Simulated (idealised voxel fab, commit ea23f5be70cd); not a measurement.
You're looking at the process module voxel self aligned contacts.
Cross-sectional view cut (width: 230 nm; square cell size: 5 nm).
Cross-sections here: square-cell grids, written as top-down lists of bands, a band being one or more rows of cells.
Band: top height; bottom height; in nm. Then, left to right: material with width in nm, for each material. "edge to edge": a single material spanning edge to edge. "air": empty space.
Below 0: as-received wafer, all one material; heights counted from there. Lowest band: no bottom, goes on down, written "0 -> down".
With a width like "30->40", each row of cells in the band differs from the next by the same amount, the top row carrying the first number and the bottom row the second.
Step marked "nothing different"? Then no cell in the cross-section changed in it.
Closed empty spaces (no open way to the top) of 8 cells or more are what "Non-vented voids" lists, each as width x height at distance from the left edge, nm for all three.
Read whatever lies past the settings on a step's line as the simulator's own remark about the step.
Each step line may optionally specify "overlay nm", which for a step with a mask gives the rightward distance between the mask's planned place and where it lay, a negative value indicating the leftward direction.

-- Steps in the process plan
1: RECEIVE, material Si
2: CONFORMAL_DEP, material SiO2, thk nm 5
3: DIRECTIONAL_DEP, material polySi, thk nm 20
4: DIRECTIONAL_DEP, material SiN, thk nm 15
5: DIRECTIONAL_DEP, material aC, thk nm 15
6: PATTERN, tone cover, mask id GATE, material resist, width nm 25, pitch nm 50, thk nm 30, overlay nm 0
7: DIRECTIONAL_ETCH, etch materials aC, depth nm 15
8: STRIP, etch materials resist
9: DIRECTIONAL_ETCH, etch materials SiN, depth nm 15
10: DIRECTIONAL_ETCH, etch materials polySi, depth nm 20
11: STRIP, etch materials aC
12: CONFORMAL_DEP, material SiN, thk nm 5
13: DIRECTIONAL_ETCH, etch materials SiN, depth nm 5
14: FILL_DEP, material SiO2, thk nm 15
15: CMP, height nm 50
16: PATTERN, tone open, mask id CONTACT, material resist, width nm 35, thk nm 15, overlay nm 0
17: DIRECTIONAL_ETCH, etch materials SiO2, depth nm 50
18: STRIP, etch materials resist
19: CONFORMAL_DEP, material TiN, thk nm 5
20: FILL_DEP, material Ru, thk nm 10
21: CMP, height nm 50
22: CONFORMAL_DEP, material SiN, thk nm 5

-- The cross-section here shows the wafer as received, i.e. in its state after step 1
  0 -> down | Si edge to edge
  Non-vented voids: none

-- Same starting wafer, same plan as above, one mistake in the execution; this is the cross-section at the end of the module
  55 -> 50 | SiN edge to edge
  50 -> 40 | SiO2=95, then TiN=5->10, then Ru=25->5, then TiN=5->20, then SiO2=100
  40 -> 25 | SiO2=65, then SiN=35, then TiN=5, then Ru=5, then TiN=5, then SiN=35, then SiO2=80
  25 -> 5 | SiO2=65, then SiN=5, then polySi=25, then SiN=5, then TiN=5, then Ru=5, then TiN=5, then SiN=5, then polySi=25, then SiN=5, then SiO2=80
  5 -> 0 | SiO2=100, then TiN=15, then SiO2=115
  0 -> down | Si edge to edge
  Non-vented voids: none
What was done differently from what was planned? in deviation from the planned setting, step 6 was conducted as PATTERN, tone cover, mask id GATE, material resist, width nm 25, pitch nm 50, thk nm 30, overlay nm -5
